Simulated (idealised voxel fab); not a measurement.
Process module heading - voxel double patterning
For reference, the cross-section in this document is cut, with width 220 nm and square cells of 5 nm.
When this document writes out a cross-section, it uses a grid of square cells and lists it as bands, beginning at the top and moving down, with a band standing for one or more rows of cells. In this notation a band is specified by the heights of its top and bottom, in that order and in nm, after which its materials appear from left to right, each paired with its width in nm. The word "edge to edge" attached to a single material means that material fills the band from edge to edge; the word "air" stands for empty space. Below 0: as-received wafer, all one material; heights counted from there. Lowest band: no bottom, goes on down, written "0 -> down". Graded width ("30..40"): value in top row of band = first number; value in bottom row = second number; row-to-row change constant. Step note "no alteration" = no cross-section cell changed. "Completely sealed voids" - sealed voids, min. 8 cells, no opening to top; format: width x height at distance (distance from left edge; nm throughout). On a step's line, text after the settings is the simulator commenting on that step. overlay nm, on a step with a mask: how far to the right of its planned place the mask lay; to the left if negative.
INTENDED PROCESS STEPS
1: RECEIVE, material Si
2: CONFORMAL_DEP, material SiO2, thk nm 10
3: DIRECTIONAL_DEP, material TiN, thk nm 20
4: DIRECTIONAL_DEP, material SiN, thk nm 10
5: PATTERN, tone open, mask id FIRST, material resist, width nm 15, pitch nm 50, thk nm 15, overlay nm 0
6: DIRECTIONAL_ETCH, etch materials SiN, depth nm 10
7: STRIP, etch materials resist
8: DIRECTIONAL_DEP, material aC, thk nm 15
9: PATTERN, tone open, mask id SECOND, material resist, width nm 15, thk nm 35, overlay nm 0
10: DIRECTIONAL_ETCH, etch materials aC, depth nm 15
11: STRIP, etch materials resist
12: DIRECTIONAL_ETCH, etch materials SiN, depth nm 10
13: STRIP, etch materials aC
14: DIRECTIONAL_ETCH, etch materials TiN, depth nm 20
15: STRIP, etch materials SiN
THIS IS THE CROSS-SECTION OF THE WAFER AS WE RECEIVED IT, I.E. AFTER STEP 1
> 0 -> down | Si edge to edge
> Completely sealed voids: none
CROSS-SECTIONAL RESULT AFTER MODULE COMPLETION. NOTE: STARTING CONDITION AND PLAN ARE UNCHANGED FROM ABOVE; ONE PROCESSING MISTAKE WAS MADE
> 30 -> 20 | SiO2 edge to edge
> 20 -> 0 | TiN edge to edge
> 0 -> down | Si edge to edge
> Completely sealed voids: none
Here's what went sideways: order of steps 2 and 3 inverted relative to the plan
